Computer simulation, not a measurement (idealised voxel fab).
process module | voxel transistor to metal
cross-section cut | 155 nm wide | cells 5 nm
A cross-section is a grid of square cells, given in bands from the top down. A band is one or more rows of cells.
Each band's line starts with the height of the band's top and of its bottom, in nm. Then come its materials from left to right, each with its width in nm. One material with "throughout" fills the band from edge to edge. "air" is empty space.
Height 0 is the level under which the wafer as received is all one material. The lowest band goes on downwards, as in "0 down".
A width such as "30 to 40" changes by the same amount from each row of cells to the next, from the band's top row to its bottom row.
"no change" after a step means that no cell of the cross-section changed.
closed voids: empty space of 8 cells or more with no open way to the top, each as width x height at its distance from the left edge, in nm
after a step's settings: what the simulator itself notes on the step
overlay nm, on a step with a mask: how far to the right of its planned place the mask lay; to the left if negative
Each pair below shows a cross-section before one step and the cross-section after it, down to the lowest band that changed. The line under each pair gives the step between them, with its settings. The pairs can come from different runs of this module on the same starting wafer, so a pair continues from the pair above only where its "before" says so.
before
  0 down: Si throughout
  closed voids: none
after
  5 to 0: SiO2 throughout
  below 0: unchanged
  closed voids: none
the step between: op CONFORMAL_DEP | material SiO2 | thk nm 5
before: the cross-section after the pair above
after
  15 to 5: SiN throughout
  below 5: unchanged
  closed voids: none
the step between: op CONFORMAL_DEP | material SiN | thk nm 10
before: the cross-section after the pair above
after
  35 to 15: air 25 | resist 100 | air 30
  below 15: unchanged
  closed voids: none
the step between: op PATTERN | tone cover | mask id ACTIVE | material resist | width nm 100 | thk nm 20 | overlay nm 0
before: the cross-section after the pair above
after
  35 to 15: air 25 | resist 100 | air 30
  15 to 5: air 25 | SiN 100 | air 30
  below 5: unchanged
  closed voids: none
the step between: op DIRECTIONAL_ETCH | etch materials SiN | depth nm 10
before: the cross-section after the pair above
after
  35 to 15: air 25 | resist 100 | air 30
  15 to 5: air 25 | SiN 100 | air 30
  5 to 0: air 25 | SiO2 100 | air 30
  below 0: unchanged
  closed voids: none
the step between: op DIRECTIONAL_ETCH | etch materials SiO2 | depth nm 5
before: the cross-section after the pair above
after
  35 to 15: air 25 | resist 100 | air 30
  15 to 5: air 25 | SiN 100 | air 30
  5 to 0: air 25 | SiO2 100 | air 30
  0 to -25: air 25 | Si 100 | air 30
  below -25: unchanged
  closed voids: none
the step between: op DIRECTIONAL_ETCH | etch materials Si | depth nm 25
before: the cross-section after the pair above
after
  15 to 5: air 25 | SiN 100 | air 30
  below 5: unchanged
  closed voids: none
the step between: op STRIP | etch materials resist
before: the cross-section after the pair above
after
  15 to 5: air 25 | SiN 100 | air 30
  5 to 0: air 25 | SiO2 100 | air 30
  0 to -25: air 25 | SiO2 5 | Si 90 | SiO2 5 | air 30
  -25 to -30: SiO2 30 | Si 90 | SiO2 35
  below -30: unchanged
  closed voids: none
the step between: op OXIDIZE | depth nm 5
before: the cross-section after the pair above
after
  20 to 15: SiO2 throughout
  15 to 5: SiO2 25 | SiN 100 | SiO2 30
  5 to 0: SiO2 throughout
  0 to -30: SiO2 30 | Si 90 | SiO2 35
  below -30: unchanged
  closed voids: none
the step between: op FILL_DEP | material SiO2 | thk nm 5
before: the cross-section after the pair above
after
  15 to 5: SiO2 25 | SiN 100 | SiO2 30
  below 5: unchanged
  closed voids: none
the step between: op CMP | height nm 15
before: the cross-section after the pair above
after
  15 to 10: air 25 | SiN 100 | air 30
  below 10: unchanged
  closed voids: none
the step between: op SELECTIVE_ETCH | etch materials SiO2 | depth nm 5
before: the cross-section after the pair above
after
  10 to 5: SiO2 25 | air 100 | SiO2 30
  below 5: unchanged
  closed voids: none
the step between: op STRIP | etch materials SiN
before: the cross-section after the pair above
after
  5 to 0: SiO2 20 | air 110 | SiO2 25
  below 0: unchanged
  closed voids: none
the step between: op SELECTIVE_ETCH | etch materials SiO2 | depth nm 5
before: the cross-section after the pair above
after
  5 to 0: SiO2 20 | air 110 | SiO2 25
  0 to -5: SiO2 throughout
  below -5: unchanged
  closed voids: none
the step between: op OXIDIZE | depth nm 5
before: the cross-section after the pair above
after
  35 to 30: polySi 20 | air 110 | polySi 25
  30 to 5: polySi throughout
  5 to 0: SiO2 20 | polySi 110 | SiO2 25
  below 0: unchanged
  closed voids: none
the step between: op DIRECTIONAL_DEP | material polySi | thk nm 30
before: the cross-section after the pair above
after
  50 to 45: SiCN 20 | air 110 | SiCN 25
  45 to 35: SiCN throughout
  35 to 30: polySi 20 | SiCN 110 | polySi 25
  below 30: unchanged
  closed voids: none
the step between: op DIRECTIONAL_DEP | material SiCN | thk nm 15
before: the cross-section after the pair above
after
  45 to 35: air 65 | SiCN 20 | air 70
  35 to 30: polySi 20 | air 45 | SiCN 20 | air 45 | polySi 25
  below 30: unchanged
  closed voids: none
the step between: op MASKED_ETCH | tone cover | mask id GATE | width nm 20 | etch materials SiCN | depth nm 25 | overlay nm 0
before: the cross-section after the pair above
after
  45 to 30: air 65 | SiCN 20 | air 70
  30 to 5: air 65 | polySi 20 | air 70
  5 to 0: SiO2 20 | air 45 | polySi 20 | air 45 | SiO2 25
  below 0: unchanged
  closed voids: none
the step between: op MASKED_ETCH | tone cover | mask id GATE | width nm 20 | etch materials polySi | depth nm 40 | overlay nm 0
before: the cross-section after the pair above
after
  55 to 45: air 55 | SiN 40 | air 60
  45 to 30: air 55 | SiN 10 | SiCN 20 | SiN 10 | air 60
  30 to 15: air 55 | SiN 10 | polySi 20 | SiN 10 | air 60
  15 to 10: SiN 30 | air 25 | SiN 10 | polySi 20 | SiN 10 | air 25 | SiN 35
  10 to 5: SiN 65 | polySi 20 | SiN 70
  5 to 0: SiO2 20 | SiN 45 | polySi 20 | SiN 45 | SiO2 25
  below 0: unchanged
  closed voids: none
the step between: op CONFORMAL_DEP | material SiN | thk nm 10
before: the cross-section after the pair above
after
  45 to 30: air 55 | SiN 10 | SiCN 20 | SiN 10 | air 60
  30 to 5: air 55 | SiN 10 | polySi 20 | SiN 10 | air 60
  5 to 0: SiO2 20 | SiN 10 | air 25 | SiN 10 | polySi 20 | SiN 10 | air 25 | SiN 10 | SiO2 25
  below 0: unchanged
  closed voids: none
the step between: op DIRECTIONAL_ETCH | etch materials SiN | depth nm 10
before: the cross-section after the pair above
after
  45 to 30: air 55 | SiN 10 | SiCN 20 | SiN 10 | air 60
  30 to 5: air 55 | SiN 10 | polySi 20 | SiN 10 | air 60
  5 to 0: air 20 | SiN 10 | air 25 | SiN 10 | polySi 20 | SiN 10 | air 25 | SiN 10 | air 25
  0 to -5: SiO2 30 | air 25 | SiO2 40 | air 25 | SiO2 35
  below -5: unchanged
  closed voids: none
the step between: op DIRECTIONAL_ETCH | etch materials SiO2 | depth nm 5
before: the cross-section after the pair above
after
  45 to 30: air 55 | SiN 10 | SiCN 20 | SiN 10 | air 60
  30 to 5: air 55 | SiN 10 | polySi 20 | SiN 10 | air 60
  5 to 0: air 20 | SiN 10 | air 25 | SiN 10 | polySi 20 | SiN 10 | air 25 | SiN 10 | air 25
  0 to -5: SiO2 30 | SiGe 25 | SiO2 40 | SiGe 25 | SiO2 35
  below -5: unchanged
  closed voids: none
the step between: op EPI | material SiGe | thk nm 5
before: the cross-section after the pair above
after
  55 to 45: SiO2 throughout
  45 to 30: SiO2 55 | SiN 10 | SiCN 20 | SiN 10 | SiO2 60
  30 to 5: SiO2 55 | SiN 10 | polySi 20 | SiN 10 | SiO2 60
  5 to 0: SiO2 20 | SiN 10 | SiO2 25 | SiN 10 | polySi 20 | SiN 10 | SiO2 25 | SiN 10 | SiO2 25
  below 0: unchanged
  closed voids: none
the step between: op FILL_DEP | material SiO2 | thk nm 10
before: the cross-section after the pair above
after
  45 to 30: SiO2 55 | SiN 10 | SiCN 20 | SiN 10 | SiO2 60
  below 30: unchanged
  closed voids: none
the step between: op CMP | height nm 45
before: the cross-section after the pair above
after
  55 to 45: SiO2 throughout
  below 45: unchanged
  closed voids: none
the step between: op DIRECTIONAL_DEP | material SiO2 | thk nm 10
before: the cross-section after the pair above
after
  75 to 55: resist 35 | air 15 | resist 50 | air 15 | resist 40
  below 55: unchanged
  closed voids: none
the step between: op PATTERN | tone open | mask id CONTACT | material resist | width nm 15 | pitch nm 65 | thk nm 20 | overlay nm 0
before: the cross-section after the pair above
after
  75 to 55: resist 35 | air 15 | resist 50 | air 15 | resist 40
  55 to 45: SiO2 35 | air 15 | SiO2 50 | air 15 | SiO2 40
  45 to 30: SiO2 35 | air 15 | SiO2 5 | SiN 10 | SiCN 20 | SiN 10 | SiO2 5 | air 15 | SiO2 40
  30 to 5: SiO2 35 | air 15 | SiO2 5 | SiN 10 | polySi 20 | SiN 10 | SiO2 5 | air 15 | SiO2 40
  5 to 0: SiO2 20 | SiN 10 | SiO2 5 | air 15 | SiO2 5 | SiN 10 | polySi 20 | SiN 10 | SiO2 5 | air 15 | SiO2 5 | SiN 10 | SiO2 25
  below 0: unchanged
  closed voids: none
the step between: op DIRECTIONAL_ETCH | etch materials SiO2 | depth nm 55
before: the cross-section after the pair above
after
  55 to 45: SiO2 35 | air 15 | SiO2 50 | air 15 | SiO2 40
  below 45: unchanged
  closed voids: none
the step between: op STRIP | etch materials resist
before: the cross-section after the pair above
after
  60 to 55: TiN 40 | air 5 | TiN 60 | air 5 | TiN 45
  55 to 45: SiO2 35 | TiN 5 | air 5 | TiN 5 | SiO2 50 | TiN 5 | air 5 | TiN 5 | SiO2 40
  45 to 30: SiO2 35 | TiN 5 | air 5 | TiN 5 | SiO2 5 | SiN 10 | SiCN 20 | SiN 10 | SiO2 5 | TiN 5 | air 5 | TiN 5 | SiO2 40
  30 to 5: SiO2 35 | TiN 5 | air 5 | TiN 5 | SiO2 5 | SiN 10 | polySi 20 | SiN 10 | SiO2 5 | TiN 5 | air 5 | TiN 5 | SiO2 40
  5 to 0: SiO2 20 | SiN 10 | SiO2 5 | TiN 15 | SiO2 5 | SiN 10 | polySi 20 | SiN 10 | SiO2 5 | TiN 15 | SiO2 5 | SiN 10 | SiO2 25
  below 0: unchanged
  closed voids: none
the step between: op CONFORMAL_DEP | material TiN | thk nm 5
before: the cross-section after the pair above
after
  65 to 60: W throughout
  60 to 55: TiN 40 | W 5 | TiN 60 | W 5 | TiN 45
  55 to 45: SiO2 35 | TiN 5 | W 5 | TiN 5 | SiO2 50 | TiN 5 | W 5 | TiN 5 | SiO2 40
  45 to 30: SiO2 35 | TiN 5 | W 5 | TiN 5 | SiO2 5 | SiN 10 | SiCN 20 | SiN 10 | SiO2 5 | TiN 5 | W 5 | TiN 5 | SiO2 40
  30 to 5: SiO2 35 | TiN 5 | W 5 | TiN 5 | SiO2 5 | SiN 10 | polySi 20 | SiN 10 | SiO2 5 | TiN 5 | W 5 | TiN 5 | SiO2 40
  below 5: unchanged
  closed voids: none
the step between: op FILL_DEP | material W | thk nm 5
before: the cross-section after the pair above
after
  55 to 45: SiO2 35 | TiN 5 | W 5 | TiN 5 | SiO2 50 | TiN 5 | W 5 | TiN 5 | SiO2 40
  below 45: unchanged
  closed voids: none
the step between: op CMP | height nm 55
before: the cross-section after the pair above
after
  60 to 55: TiN throughout
  below 55: unchanged
  closed voids: none
the step between: op DIRECTIONAL_DEP | material TiN | thk nm 5
before: the cross-section after the pair above
after
  80 to 60: Ru throughout
  below 60: unchanged
  closed voids: none
the step between: op DIRECTIONAL_DEP | material Ru | thk nm 20
before: the cross-section after the pair above
after
  100 to 80: air 35 | resist 15 | air 50 | resist 15 | air 40
  below 80: unchanged
  closed voids: none
the step between: op PATTERN | tone cover | mask id METAL_1 | material resist | width nm 15 | pitch nm 65 | thk nm 20 | overlay nm 0
before: the cross-section after the pair above
after
  100 to 80: air 35 | resist 15 | air 50 | resist 15 | air 40
  80 to 60: air 35 | Ru 15 | air 50 | Ru 15 | air 40
  below 60: unchanged
  closed voids: none
the step between: op DIRECTIONAL_ETCH | etch materials Ru | depth nm 20
before: the cross-section after the pair above
after
  100 to 80: air 35 | resist 15 | air 50 | resist 15 | air 40
  80 to 60: air 35 | Ru 15 | air 50 | Ru 15 | air 40
  60 to 55: air 35 | TiN 15 | air 50 | TiN 15 | air 40
  below 55: unchanged
  closed voids: none
the step between: op DIRECTIONAL_ETCH | etch materials TiN | depth nm 5
before: the cross-section after the pair above
after
  80 to 60: air 35 | Ru 15 | air 50 | Ru 15 | air 40
  below 60: unchanged
  closed voids: none
the step between: op STRIP | etch materials resist
before: the cross-section after the pair above
after
  90 to 80: SiO2 throughout
  80 to 60: SiO2 35 | Ru 15 | SiO2 50 | Ru 15 | SiO2 40
  60 to 55: SiO2 35 | TiN 15 | SiO2 50 | TiN 15 | SiO2 40
  below 55: unchanged
  closed voids: none
the step between: op FILL_DEP | material SiO2 | thk nm 10
before: the cross-section after the pair above
after
  80 to 60: SiO2 35 | Ru 15 | SiO2 50 | Ru 15 | SiO2 40
  below 60: unchanged
  closed voids: none
the step between: op CMP | height nm 80
before: the cross-section after the pair above
after
  85 to 80: SiCN throughout
  below 80: unchanged
  closed voids: none
the step between: op CONFORMAL_DEP | material SiCN | thk nm 5
before: the cross-section after the pair above
after
  110 to 85: lowk throughout
  below 85: unchanged
  closed voids: none
the step between: op DIRECTIONAL_DEP | material lowk | thk nm 25
before: the cross-section after the pair above
after
  120 to 110: aC throughout
  below 110: unchanged
  closed voids: none
the step between: op DIRECTIONAL_DEP | material aC | thk nm 10
before: the cross-section after the pair above
after
  150 to 120: resist 35 | air 15 | resist 50 | air 15 | resist 40
  below 120: unchanged
  closed voids: none
the step between: op PATTERN | tone open | mask id METAL_2 | material resist | width nm 15 | pitch nm 65 | thk nm 30 | overlay nm 0
before: the cross-section after the pair above
after
  140 to 120: resist 35 | air 15 | resist 50 | air 15 | resist 40
  120 to 110: aC 35 | air 15 | aC 50 | air 15 | aC 40
  below 110: unchanged
  closed voids: none
the step between: op DIRECTIONAL_ETCH | etch materials aC | depth nm 10
before: the cross-section after the pair above
after
  120 to 110: aC 35 | air 15 | aC 50 | air 15 | aC 40
  below 110: unchanged
  closed voids: none
the step between: op STRIP | etch materials resist
before: the cross-section after the pair above
after
  120 to 110: aC 35 | air 15 | aC 50 | air 15 | aC 40
  110 to 95: lowk 35 | air 15 | lowk 50 | air 15 | lowk 40
  below 95: unchanged
  closed voids: none
the step between: op DIRECTIONAL_ETCH | etch materials lowk | depth nm 15
before: the cross-section after the pair above
after
  110 to 95: lowk 35 | air 15 | lowk 50 | air 15 | lowk 40
  below 95: unchanged
  closed voids: none
the step between: op STRIP | etch materials aC
before: the cross-section after the pair above
after
  110 to 85: lowk 35 | air 15 | lowk 50 | air 15 | lowk 40
  below 85: unchanged
  closed voids: none
the step between: op MASKED_ETCH | tone open | mask id METAL_2_HOLES | width nm 15 | pitch nm 65 | etch materials lowk | depth nm 10 | overlay nm 0
before: the cross-section after the pair above
after
  110 to 85: lowk 35 | air 15 | lowk 50 | air 15 | lowk 40
  85 to 80: SiCN 35 | air 15 | SiCN 50 | air 15 | SiCN 40
  below 80: unchanged
  closed voids: none
the step between: op MASKED_ETCH | tone open | mask id METAL_2_HOLES | width nm 15 | pitch nm 65 | etch materials SiCN | depth nm 5 | overlay nm 0
before: the cross-section after the pair above
after
  115 to 110: TiN 40 | air 5 | TiN 60 | air 5 | TiN 45
  110 to 85: lowk 35 | TiN 5 | air 5 | TiN 5 | lowk 50 | TiN 5 | air 5 | TiN 5 | lowk 40
  85 to 80: SiCN 35 | TiN 15 | SiCN 50 | TiN 15 | SiCN 40
  below 80: unchanged
  closed voids: none
the step between: op CONFORMAL_DEP | material TiN | thk nm 5
before: the cross-section after the pair above
after
  125 to 115: Cu throughout
  115 to 110: TiN 40 | Cu 5 | TiN 60 | Cu 5 | TiN 45
  110 to 85: lowk 35 | TiN 5 | Cu 5 | TiN 5 | lowk 50 | TiN 5 | Cu 5 | TiN 5 | lowk 40
  below 85: unchanged
  closed voids: none
the step between: op FILL_DEP | material Cu | thk nm 10
before: the cross-section after the pair above
after
  110 to 85: lowk 35 | TiN 5 | Cu 5 | TiN 5 | lowk 50 | TiN 5 | Cu 5 | TiN 5 | lowk 40
  below 85: unchanged
  closed voids: none
the step between: op CMP | height nm 110
before: the cross-section after the pair above
after
  115 to 110: SiN throughout
  below 110: unchanged
  closed voids: none
the step between: op CONFORMAL_DEP | material SiN | thk nm 5
before
  0 down: Si throughout
  closed voids: none
after
  10 to 0: SiN throughout
  below 0: unchanged
  closed voids: none
the step between: op CONFORMAL_DEP | material SiN | thk nm 10
before: the cross-section after the pair above
after
  30 to 10: air 25 | resist 100 | air 30
  below 10: unchanged
  closed voids: none
the step between: op PATTERN | tone cover | mask id ACTIVE | material resist | width nm 100 | thk nm 20 | overlay nm 0
before: the cross-section after the pair above
after
  30 to 10: air 25 | resist 100 | air 30
  10 to 0: air 25 | SiN 100 | air 30
  below 0: unchanged
  closed voids: none
the step between: op DIRECTIONAL_ETCH | etch materials SiN | depth nm 10
before: the cross-section after the pair above
after
  30 to 10: air 25 | resist 100 | air 30
  10 to 0: air 25 | SiN 100 | air 30
  0 to -25: air 25 | Si 100 | air 30
  below -25: unchanged
  closed voids: none
the step between: op DIRECTIONAL_ETCH | etch materials Si | depth nm 25
before: the cross-section after the pair above
after
  10 to 0: air 25 | SiN 100 | air 30
  below 0: unchanged
  closed voids: none
the step between: op STRIP | etch materials resist
before: the cross-section after the pair above
after
  10 to 0: air 25 | SiN 100 | air 30
  0 to -25: air 25 | SiO2 5 | Si 90 | SiO2 5 | air 30
  -25 to -30: SiO2 30 | Si 90 | SiO2 35
  below -30: unchanged
  closed voids: none
the step between: op OXIDIZE | depth nm 5
before: the cross-section after the pair above
after
  15 to 10: SiO2 throughout
  10 to 0: SiO2 25 | SiN 100 | SiO2 30
  0 to -30: SiO2 30 | Si 90 | SiO2 35
  below -30: unchanged
  closed voids: none
the step between: op FILL_DEP | material SiO2 | thk nm 5
before: the cross-section after the pair above
after
  10 to 0: SiO2 25 | SiN 100 | SiO2 30
  below 0: unchanged
  closed voids: none
the step between: op SELECTIVE_ETCH | etch materials SiO2 | depth nm 5
before: the cross-section after the pair above
after
  10 to 0: SiO2 25 | air 100 | SiO2 30
  below 0: unchanged
  closed voids: none
the step between: op STRIP | etch materials SiN
before: the cross-section after the pair above
after
  5 to 0: SiO2 20 | air 110 | SiO2 25
  0 to -5: SiO2 20 | air 10 | Si 90 | air 10 | SiO2 25
  below -5: unchanged
  closed voids: none
the step between: op SELECTIVE_ETCH | etch materials SiO2 | depth nm 5
before: the cross-section after the pair above
after
  5 to 0: SiO2 20 | air 110 | SiO2 25
  0 to -5: SiO2 20 | air 10 | SiO2 90 | air 10 | SiO2 25
  -5 to -10: SiO2 35 | Si 80 | SiO2 40
  below -10: unchanged
  closed voids: none
the step between: op OXIDIZE | depth nm 5
before: the cross-section after the pair above
after
  35 to 30: polySi 20 | air 110 | polySi 25
  30 to 25: polySi 20 | air 10 | polySi 90 | air 10 | polySi 25
  25 to 5: polySi throughout
  5 to 0: SiO2 20 | polySi 110 | SiO2 25
  0 to -5: SiO2 20 | polySi 10 | SiO2 90 | polySi 10 | SiO2 25
  below -5: unchanged
  closed voids: none
the step between: op DIRECTIONAL_DEP | material polySi | thk nm 30
before: the cross-section after the pair above
after
  50 to 45: SiCN 20 | air 110 | SiCN 25
  45 to 40: SiCN 20 | air 10 | SiCN 90 | air 10 | SiCN 25
  40 to 35: SiCN throughout
  35 to 30: polySi 20 | SiCN 110 | polySi 25
  30 to 25: polySi 20 | SiCN 10 | polySi 90 | SiCN 10 | polySi 25
  below 25: unchanged
  closed voids: none
the step between: op DIRECTIONAL_DEP | material SiCN | thk nm 15
before: the cross-section after the pair above
after
  45 to 35: air 65 | SiCN 20 | air 70
  35 to 30: polySi 20 | air 45 | SiCN 20 | air 45 | polySi 25
  30 to 25: polySi 20 | air 10 | polySi 90 | air 10 | polySi 25
  below 25: unchanged
  closed voids: none
the step between: op MASKED_ETCH | tone cover | mask id GATE | width nm 20 | etch materials SiCN | depth nm 25 | overlay nm 0
before: the cross-section after the pair above
after
  45 to 30: air 65 | SiCN 20 | air 70
  30 to 5: air 65 | polySi 20 | air 70
  5 to 0: SiO2 20 | air 45 | polySi 20 | air 45 | SiO2 25
  0 to -5: SiO2 20 | air 10 | SiO2 90 | air 10 | SiO2 25
  below -5: unchanged
  closed voids: none
the step between: op MASKED_ETCH | tone cover | mask id GATE | width nm 20 | etch materials polySi | depth nm 40 | overlay nm 0
before: the cross-section after the pair above
after
  55 to 45: air 55 | SiN 40 | air 60
  45 to 30: air 55 | SiN 10 | SiCN 20 | SiN 10 | air 60
  30 to 15: air 55 | SiN 10 | polySi 20 | SiN 10 | air 60
  15 to 10: SiN 30 | air 25 | SiN 10 | polySi 20 | SiN 10 | air 25 | SiN 35
  10 to 5: SiN 65 | polySi 20 | SiN 70
  5 to 0: SiO2 20 | SiN 45 | polySi 20 | SiN 45 | SiO2 25
  0 to -5: SiO2 20 | SiN 10 | SiO2 90 | SiN 10 | SiO2 25
  below -5: unchanged
  closed voids: none
the step between: op CONFORMAL_DEP | material SiN | thk nm 10
before: the cross-section after the pair above
after
  45 to 30: air 55 | SiN 10 | SiCN 20 | SiN 10 | air 60
  30 to 5: air 55 | SiN 10 | polySi 20 | SiN 10 | air 60
  5 to 0: SiO2 20 | SiN 10 | air 25 | SiN 10 | polySi 20 | SiN 10 | air 25 | SiN 10 | SiO2 25
  below 0: unchanged
  closed voids: none
the step between: op DIRECTIONAL_ETCH | etch materials SiN | depth nm 10
before: the cross-section after the pair above
after
  45 to 30: air 55 | SiN 10 | SiCN 20 | SiN 10 | air 60
  30 to 5: air 55 | SiN 10 | polySi 20 | SiN 10 | air 60
  5 to 0: air 20 | SiN 10 | air 25 | SiN 10 | polySi 20 | SiN 10 | air 25 | SiN 10 | air 25
  0 to -5: SiO2 20 | SiN 10 | air 25 | SiO2 40 | air 25 | SiN 10 | SiO2 25
  below -5: unchanged
  closed voids: none
the step between: op DIRECTIONAL_ETCH | etch materials SiO2 | depth nm 5
before: the cross-section after the pair above
after
  45 to 30: air 55 | SiN 10 | SiCN 20 | SiN 10 | air 60
  30 to 5: air 55 | SiN 10 | polySi 20 | SiN 10 | air 60
  5 to 0: air 20 | SiN 10 | air 25 | SiN 10 | polySi 20 | SiN 10 | air 25 | SiN 10 | air 25
  0 to -5: SiO2 20 | SiN 10 | SiGe 25 | SiO2 40 | SiGe 25 | SiN 10 | SiO2 25
  below -5: unchanged
  closed voids: none
the step between: op EPI | material SiGe | thk nm 5
before: the cross-section after the pair above
after
  55 to 45: SiO2 throughout
  45 to 30: SiO2 55 | SiN 10 | SiCN 20 | SiN 10 | SiO2 60
  30 to 5: SiO2 55 | SiN 10 | polySi 20 | SiN 10 | SiO2 60
  5 to 0: SiO2 20 | SiN 10 | SiO2 25 | SiN 10 | polySi 20 | SiN 10 | SiO2 25 | SiN 10 | SiO2 25
  below 0: unchanged
  closed voids: none
the step between: op FILL_DEP | material SiO2 | thk nm 10
before: the cross-section after the pair above
after
  45 to 30: SiO2 55 | SiN 10 | SiCN 20 | SiN 10 | SiO2 60
  below 30: unchanged
  closed voids: none
the step between: op CMP | height nm 45
before: the cross-section after the pair above
after
  55 to 45: SiO2 throughout
  below 45: unchanged
  closed voids: none
the step between: op DIRECTIONAL_DEP | material SiO2 | thk nm 10
before: the cross-section after the pair above
after
  75 to 55: resist 35 | air 15 | resist 50 | air 15 | resist 40
  below 55: unchanged
  closed voids: none
the step between: op PATTERN | tone open | mask id CONTACT | material resist | width nm 15 | pitch nm 65 | thk nm 20 | overlay nm 0
before: the cross-section after the pair above
after
  75 to 55: resist 35 | air 15 | resist 50 | air 15 | resist 40
  55 to 45: SiO2 35 | air 15 | SiO2 50 | air 15 | SiO2 40
  45 to 30: SiO2 35 | air 15 | SiO2 5 | SiN 10 | SiCN 20 | SiN 10 | SiO2 5 | air 15 | SiO2 40
  30 to 5: SiO2 35 | air 15 | SiO2 5 | SiN 10 | polySi 20 | SiN 10 | SiO2 5 | air 15 | SiO2 40
  5 to 0: SiO2 20 | SiN 10 | SiO2 5 | air 15 | SiO2 5 | SiN 10 | polySi 20 | SiN 10 | SiO2 5 | air 15 | SiO2 5 | SiN 10 | SiO2 25
  below 0: unchanged
  closed voids: none
the step between: op DIRECTIONAL_ETCH | etch materials SiO2 | depth nm 55
before: the cross-section after the pair above
after
  55 to 45: SiO2 35 | air 15 | SiO2 50 | air 15 | SiO2 40
  below 45: unchanged
  closed voids: none
the step between: op STRIP | etch materials resist
before: the cross-section after the pair above
after
  60 to 55: TiN 40 | air 5 | TiN 60 | air 5 | TiN 45
  55 to 45: SiO2 35 | TiN 5 | air 5 | TiN 5 | SiO2 50 | TiN 5 | air 5 | TiN 5 | SiO2 40
  45 to 30: SiO2 35 | TiN 5 | air 5 | TiN 5 | SiO2 5 | SiN 10 | SiCN 20 | SiN 10 | SiO2 5 | TiN 5 | air 5 | TiN 5 | SiO2 40
  30 to 5: SiO2 35 | TiN 5 | air 5 | TiN 5 | SiO2 5 | SiN 10 | polySi 20 | SiN 10 | SiO2 5 | TiN 5 | air 5 | TiN 5 | SiO2 40
  5 to 0: SiO2 20 | SiN 10 | SiO2 5 | TiN 15 | SiO2 5 | SiN 10 | polySi 20 | SiN 10 | SiO2 5 | TiN 15 | SiO2 5 | SiN 10 | SiO2 25
  below 0: unchanged
  closed voids: none
the step between: op CONFORMAL_DEP | material TiN | thk nm 5
before: the cross-section after the pair above
after
  65 to 60: W throughout
  60 to 55: TiN 40 | W 5 | TiN 60 | W 5 | TiN 45
  55 to 45: SiO2 35 | TiN 5 | W 5 | TiN 5 | SiO2 50 | TiN 5 | W 5 | TiN 5 | SiO2 40
  45 to 30: SiO2 35 | TiN 5 | W 5 | TiN 5 | SiO2 5 | SiN 10 | SiCN 20 | SiN 10 | SiO2 5 | TiN 5 | W 5 | TiN 5 | SiO2 40
  30 to 5: SiO2 35 | TiN 5 | W 5 | TiN 5 | SiO2 5 | SiN 10 | polySi 20 | SiN 10 | SiO2 5 | TiN 5 | W 5 | TiN 5 | SiO2 40
  below 5: unchanged
  closed voids: none
the step between: op FILL_DEP | material W | thk nm 5
before: the cross-section after the pair above
after
  55 to 45: SiO2 35 | TiN 5 | W 5 | TiN 5 | SiO2 50 | TiN 5 | W 5 | TiN 5 | SiO2 40
  below 45: unchanged
  closed voids: none
the step between: op CMP | height nm 55
before: the cross-section after the pair above
after
  60 to 55: TiN throughout
  below 55: unchanged
  closed voids: none
the step between: op DIRECTIONAL_DEP | material TiN | thk nm 5
before: the cross-section after the pair above
after
  80 to 60: Ru throughout
  below 60: unchanged
  closed voids: none
the step between: op DIRECTIONAL_DEP | material Ru | thk nm 20
before: the cross-section after the pair above
after
  100 to 80: air 35 | resist 15 | air 50 | resist 15 | air 40
  below 80: unchanged
  closed voids: none
the step between: op PATTERN | tone cover | mask id METAL_1 | material resist | width nm 15 | pitch nm 65 | thk nm 20 | overlay nm 0
before: the cross-section after the pair above
after
  100 to 80: air 35 | resist 15 | air 50 | resist 15 | air 40
  80 to 60: air 35 | Ru 15 | air 50 | Ru 15 | air 40
  below 60: unchanged
  closed voids: none
the step between: op DIRECTIONAL_ETCH | etch materials Ru | depth nm 20
before: the cross-section after the pair above
after
  100 to 80: air 35 | resist 15 | air 50 | resist 15 | air 40
  80 to 60: air 35 | Ru 15 | air 50 | Ru 15 | air 40
  60 to 55: air 35 | TiN 15 | air 50 | TiN 15 | air 40
  below 55: unchanged
  closed voids: none
the step between: op DIRECTIONAL_ETCH | etch materials TiN | depth nm 5
before: the cross-section after the pair above
after
  80 to 60: air 35 | Ru 15 | air 50 | Ru 15 | air 40
  below 60: unchanged
  closed voids: none
the step between: op STRIP | etch materials resist
before: the cross-section after the pair above
after
  90 to 80: SiO2 throughout
  80 to 60: SiO2 35 | Ru 15 | SiO2 50 | Ru 15 | SiO2 40
  60 to 55: SiO2 35 | TiN 15 | SiO2 50 | TiN 15 | SiO2 40
  below 55: unchanged
  closed voids: none
the step between: op FILL_DEP | material SiO2 | thk nm 10
before: the cross-section after the pair above
after
  80 to 60: SiO2 35 | Ru 15 | SiO2 50 | Ru 15 | SiO2 40
  below 60: unchanged
  closed voids: none
the step between: op CMP | height nm 80
before: the cross-section after the pair above
after
  85 to 80: SiCN throughout
  below 80: unchanged
  closed voids: none
the step between: op CONFORMAL_DEP | material SiCN | thk nm 5
before: the cross-section after the pair above
after
  110 to 85: lowk throughout
  below 85: unchanged
  closed voids: none
the step between: op DIRECTIONAL_DEP | material lowk | thk nm 25
before: the cross-section after the pair above
after
  120 to 110: aC throughout
  below 110: unchanged
  closed voids: none
the step between: op DIRECTIONAL_DEP | material aC | thk nm 10
before: the cross-section after the pair above
after
  150 to 120: resist 35 | air 15 | resist 50 | air 15 | resist 40
  below 120: unchanged
  closed voids: none
the step between: op PATTERN | tone open | mask id METAL_2 | material resist | width nm 15 | pitch nm 65 | thk nm 30 | overlay nm 0
before: the cross-section after the pair above
after
  140 to 120: resist 35 | air 15 | resist 50 | air 15 | resist 40
  120 to 110: aC 35 | air 15 | aC 50 | air 15 | aC 40
  below 110: unchanged
  closed voids: none
the step between: op DIRECTIONAL_ETCH | etch materials aC | depth nm 10
before: the cross-section after the pair above
after
  120 to 110: aC 35 | air 15 | aC 50 | air 15 | aC 40
  below 110: unchanged
  closed voids: none
the step between: op STRIP | etch materials resist
before: the cross-section after the pair above
after
  120 to 110: aC 35 | air 15 | aC 50 | air 15 | aC 40
  110 to 95: lowk 35 | air 15 | lowk 50 | air 15 | lowk 40
  below 95: unchanged
  closed voids: none
the step between: op DIRECTIONAL_ETCH | etch materials lowk | depth nm 15
before: the cross-section after the pair above
after
  110 to 95: lowk 35 | air 15 | lowk 50 | air 15 | lowk 40
  below 95: unchanged
  closed voids: none
the step between: op STRIP | etch materials aC
before: the cross-section after the pair above
after
  110 to 85: lowk 35 | air 15 | lowk 50 | air 15 | lowk 40
  below 85: unchanged
  closed voids: none
the step between: op MASKED_ETCH | tone open | mask id METAL_2_HOLES | width nm 15 | pitch nm 65 | etch materials lowk | depth nm 10 | overlay nm 0
before: the cross-section after the pair above
after
  110 to 85: lowk 35 | air 15 | lowk 50 | air 15 | lowk 40
  85 to 80: SiCN 35 | air 15 | SiCN 50 | air 15 | SiCN 40
  below 80: unchanged
  closed voids: none
the step between: op MASKED_ETCH | tone open | mask id METAL_2_HOLES | width nm 15 | pitch nm 65 | etch materials SiCN | depth nm 5 | overlay nm 0
